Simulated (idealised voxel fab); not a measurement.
Presented below is a process module, voxel transistor to metal.
Square cell edge 5 nm, section width 280 nm, ID cut.
Just so we're on the same page, the cross-sections are grids of square cells, and they're listed out in bands top to bottom, each band one or more rows deep. Band entry format. Leading values: height of top, height of bottom, nm. Remainder: materials in left-to-right order, each with its width in nm. Special words: "full width" on a single material, which then fills the band edge to edge; "empty", empty space. The reference from which all heights are counted is 0, the level beneath which the as-received wafer is entirely one material; the lowest band, having no lower bound, proceeds downward and is written after the example "top 0, no bottom". You'd read "30 to 40" like this: the band's top row of cells is as wide as the first number, its bottom row is as wide as the second, and going down, every row changes width by the same amount as the row before did. The cross-section has no changed cell in any step marked "changes: none". This entry, "Enclosed void listing", enumerates those empty regions of no fewer than 8 cells that possess no open connection to the top. Each region is reported in the form width x height at distance, the distance being taken from the left edge, with all three quantities expressed in nm. What comes after the settings on a step's line is commentary from the simulator itself on that step. For masked steps, "overlay nm" on the step line gives how far right of plan the mask actually lay; a minus sign means it lay to the left. If you're wondering how to read the rest of this, here's the deal. It's pairs of cross-sections: one from before a process step, one from after it. The after one is only drawn as far down as the lowest band that changed. Right under each pair you'll see which step sits between them and what its settings were. Don't read the pairs as one continuous story, though. They can come from different runs of this module on the same starting wafer, and a pair only carries on from the one above it where its entry headed "Prior state" says so.
[Prior state]
	top 95, bottom 90: TiN 25, then empty 10, then TiN 130, then empty 10, then TiN 105
	top 90, bottom 80: lowk 20, then TiN 5, then empty 10, then TiN 5, then lowk 120, then TiN 5, then empty 10, then TiN 5, then lowk 100
	top 80, bottom 75: lowk 20, then TiN 5, then empty 5, then TiN 10, then lowk 120, then TiN 5, then empty 5, then TiN 10, then lowk 100
	top 75, bottom 60: lowk 20, then TiN 5, then empty 5, then TiN 5, then lowk 125, then TiN 5, then empty 5, then TiN 5, then lowk 105
	top 60, bottom 55: SiCN 20, then TiN 15, then SiCN 125, then TiN 15, then SiCN 105
	top 55, bottom 50: SiCN 15, then Ru 30, then SiCN 50, then Ru 30, then SiCN 30, then Ru 30, then SiCN 50, then Ru 30, then SiCN 15
	top 50, bottom 30: SiO2 20, then TiN 5, then Cu 10, then TiN 5, then SiO2 60, then TiN 5, then Cu 10, then TiN 5, then SiO2 40, then TiN 5, then Cu 10, then TiN 5, then SiO2 60, then TiN 5, then Cu 10, then TiN 5, then SiO2 20
	top 30, bottom 25: SiN 20, then TiN 20, then SiN 60, then TiN 20, then SiN 40, then TiN 20, then SiN 60, then TiN 20, then SiN 20
	top 25, bottom 10: SiO2 20, then Ru 5, then W 10, then Ru 5, then SiO2 60, then Ru 5, then W 10, then Ru 5, then SiO2 40, then Ru 5, then W 10, then Ru 5, then SiO2 60, then Ru 5, then W 10, then Ru 5, then SiO2 20
	top 10, bottom 0: SiO2 20, then Ru 5, then W 10, then Ru 5, then SiO2 5, then SiN 10, then HfO2 5, then TiN 5, then W 10, then TiN 5, then HfO2 5, then SiN 10, then SiO2 5, then Ru 5, then W 10, then Ru 5, then SiO2 40, then Ru 5, then W 10, then Ru 5, then SiO2 5, then SiN 10, then HfO2 5, then TiN 5, then W 10, then TiN 5, then HfO2 5, then SiN 10, then SiO2 5, then Ru 5, then W 10, then Ru 5, then SiO2 20
	top 0, bottom -5: SiO2 10, then SiN 10, then Ru 10, then W 5, then Ru 5, then SiO2 5, then SiN 10, then HfO2 5, then TiN 20, then HfO2 5, then SiN 10, then SiO2 5, then Ru 5, then W 5, then Ru 10, then SiN 10, then SiO2 20, then SiN 10, then Ru 10, then W 5, then Ru 5, then SiO2 5, then SiN 10, then HfO2 5, then TiN 20, then HfO2 5, then SiN 10, then SiO2 5, then Ru 5, then W 5, then Ru 10, then SiN 10, then SiO2 10
	top -5, bottom -10: SiO2 20, then pSi 5, then Ru 15, then pSi 5, then SiO2 5, then HfO2 40, then SiO2 5, then pSi 5, then Ru 15, then pSi 5, then SiO2 40, then pSi 5, then Ru 15, then pSi 5, then SiO2 5, then HfO2 40, then SiO2 5, then pSi 5, then Ru 15, then pSi 5, then SiO2 20
	top -10, bottom -15: SiO2 15, then Si 5, then pSi 25, then Si 50, then pSi 25, then Si 5, then SiO2 30, then Si 5, then pSi 25, then Si 50, then pSi 25, then Si 5, then SiO2 15
	top -15, bottom -30: SiO2 15, then Si 110, then SiO2 30, then Si 110, then SiO2 15
	top -30, no bottom: Si full width
	Enclosed void listing: none
[Sectional Result]
	top 100, bottom 95: Cu full width
	top 95, bottom 90: TiN 25, then Cu 10, then TiN 130, then Cu 10, then TiN 105
	top 90, bottom 80: lowk 20, then TiN 5, then Cu 10, then TiN 5, then lowk 120, then TiN 5, then Cu 10, then TiN 5, then lowk 100
	top 80, bottom 75: lowk 20, then TiN 5, then Cu 5, then TiN 10, then lowk 120, then TiN 5, then Cu 5, then TiN 10, then lowk 100
	top 75, bottom 60: lowk 20, then TiN 5, then Cu 5, then TiN 5, then lowk 125, then TiN 5, then Cu 5, then TiN 5, then lowk 105
	Unchanged below 60.
	Enclosed void listing: none
the step between: FILL_DEP, material Cu, thk nm 5
Prior state: carried over from the after image of the pair right above.
[Sectional Result]
	top 90, bottom 80: lowk 20, then TiN 5, then Cu 10, then TiN 5, then lowk 120, then TiN 5, then Cu 10, then TiN 5, then lowk 100
	Unchanged below 80.
	Enclosed void listing: none
the step between: CMP, height nm 90
Prior state: carried over from the after image of the pair right above.
[Sectional Result]
	top 95, bottom 90: SiCN full width
	Unchanged below 90.
	Enclosed void listing: none
the step between: CONFORMAL_DEP, material SiCN, thk nm 5
[Prior state]
	top 90, bottom 60: lowk 20, then empty 15, then lowk 125, then empty 15, then lowk 105
	top 60, bottom 55: SiCN full width
	top 55, bottom 50: SiCN 15, then Ru 30, then SiCN 50, then Ru 30, then SiCN 30, then Ru 30, then SiCN 50, then Ru 30, then SiCN 15
	top 50, bottom 30: SiO2 20, then TiN 5, then Cu 10, then TiN 5, then SiO2 60, then TiN 5, then Cu 10, then TiN 5, then SiO2 40, then TiN 5, then Cu 10, then TiN 5, then SiO2 60, then TiN 5, then Cu 10, then TiN 5, then SiO2 20
	top 30, bottom 25: SiN 20, then TiN 20, then SiN 60, then TiN 20, then SiN 40, then TiN 20, then SiN 60, then TiN 20, then SiN 20
	top 25, bottom 10: SiO2 20, then TiN 5, then W 10, then TiN 5, then SiO2 60, then TiN 5, then W 10, then TiN 5, then SiO2 40, then TiN 5, then W 10, then TiN 5, then SiO2 60, then TiN 5, then W 10, then TiN 5, then SiO2 20
	top 10, bottom 0: SiO2 20, then TiN 5, then W 10, then TiN 5, then SiO2 5, then SiN 10, then HfO2 5, then TiN 5, then W 10, then TiN 5, then HfO2 5, then SiN 10, then SiO2 5, then TiN 5, then W 10, then TiN 5, then SiO2 40, then TiN 5, then W 10, then TiN 5, then SiO2 5, then SiN 10, then HfO2 5, then TiN 5, then W 10, then TiN 5, then HfO2 5, then SiN 10, then SiO2 5, then TiN 5, then W 10, then TiN 5, then SiO2 20
	top 0, bottom -5: SiO2 10, then SiN 10, then TiN 10, then W 5, then TiN 5, then SiO2 5, then SiN 10, then HfO2 5, then TiN 20, then HfO2 5, then SiN 10, then SiO2 5, then TiN 5, then W 5, then TiN 10, then SiN 10, then SiO2 20, then SiN 10, then TiN 10, then W 5, then TiN 5, then SiO2 5, then SiN 10, then HfO2 5, then TiN 20, then HfO2 5, then SiN 10, then SiO2 5, then TiN 5, then W 5, then TiN 10, then SiN 10, then SiO2 10
	top -5, bottom -10: SiO2 20, then pSi 5, then TiN 15, then pSi 5, then SiO2 5, then HfO2 40, then SiO2 5, then pSi 5, then TiN 15, then pSi 5, then SiO2 40, then pSi 5, then TiN 15, then pSi 5, then SiO2 5, then HfO2 40, then SiO2 5, then pSi 5, then TiN 15, then pSi 5, then SiO2 20
	top -10, bottom -15: SiO2 15, then Si 5, then pSi 25, then Si 50, then pSi 25, then Si 5, then SiO2 30, then Si 5, then pSi 25, then Si 50, then pSi 25, then Si 5, then SiO2 15
	top -15, bottom -30: SiO2 15, then Si 110, then SiO2 30, then Si 110, then SiO2 15
	top -30, no bottom: Si full width
	Enclosed void listing: none
[Sectional Result]
	top 105, bottom 90: empty 20, then resist 20, then empty 120, then resist 20, then empty 100
	top 90, bottom 60: lowk 20, then resist 15, then lowk 125, then resist 15, then lowk 105
	Unchanged below 60.
	Enclosed void listing: none
the step between: PATTERN, tone cover, mask id METAL_2, material resist, width nm 20, pitch nm 140, thk nm 15, overlay nm 0
Prior state: carried over from the after image of the pair right above.
[Sectional Result]
	top 105, bottom 90: empty 20, then resist 20, then empty 120, then resist 20, then empty 100
	top 90, bottom 75: empty 20, then resist 15, then lowk 5, then empty 120, then resist 15, then lowk 5, then empty 100
	Unchanged below 75.
	Enclosed void listing: none
the step between: DIRECTIONAL_ETCH, etch materials lowk, depth nm 15
Prior state: carried over from the after image of the pair right above.
[Sectional Result]
	top 90, bottom 75: empty 35, then lowk 5, then empty 135, then lowk 5, then empty 100
	top 75, bottom 60: lowk 20, then empty 15, then lowk 125, then empty 15, then lowk 105
	Unchanged below 60.
	Enclosed void listing: none
the step between: STRIP, etch materials resist
Prior state: carried over from the after image of the pair right above.
[Sectional Result]
	top 95, bottom 90: empty 30, then TiN 15, then empty 125, then TiN 15, then empty 95
	top 90, bottom 80: empty 30, then TiN 5, then lowk 5, then TiN 5, then empty 125, then TiN 5, then lowk 5, then TiN 5, then empty 95
	top 80, bottom 75: TiN 25, then empty 5, then TiN 5, then lowk 5, then TiN 125, then empty 5, then TiN 5, then lowk 5, then TiN 100
	top 75, bottom 65: lowk 20, then TiN 5, then empty 5, then TiN 5, then lowk 125, then TiN 5, then empty 5, then TiN 5, then lowk 105
	top 65, bottom 60: lowk 20, then TiN 15, then lowk 125, then TiN 15, then lowk 105
	Unchanged below 60.
	Enclosed void listing: none
the step between: CONFORMAL_DEP, material TiN, thk nm 5
Prior state: carried over from the after image of the pair right above.
[Sectional Result]
	top 100, bottom 95: Cu full width
	top 95, bottom 90: Cu 30, then TiN 15, then Cu 125, then TiN 15, then Cu 95
	top 90, bottom 80: Cu 30, then TiN 5, then lowk 5, then TiN 5, then Cu 125, then TiN 5, then lowk 5, then TiN 5, then Cu 95
	top 80, bottom 75: TiN 25, then Cu 5, then TiN 5, then lowk 5, then TiN 125, then Cu 5, then TiN 5, then lowk 5, then TiN 100
	top 75, bottom 65: lowk 20, then TiN 5, then Cu 5, then TiN 5, then lowk 125, then TiN 5, then Cu 5, then TiN 5, then lowk 105
	Unchanged below 65.
	Enclosed void listing: none
the step between: FILL_DEP, material Cu, thk nm 5
Prior state: carried over from the after image of the pair right above.
[Sectional Result]
	top 90, bottom 80: Cu 30, then TiN 5, then lowk 5, then TiN 5, then Cu 125, then TiN 5, then lowk 5, then TiN 5, then Cu 95
	Unchanged below 80.
	Enclosed void listing: none
the step between: CMP, height nm 90
Prior state: carried over from the after image of the pair right above.
[Sectional Result]
	top 95, bottom 90: SiCN full width
	Unchanged below 90.
	Enclosed void listing: none
the step between: CONFORMAL_DEP, material SiCN, thk nm 5
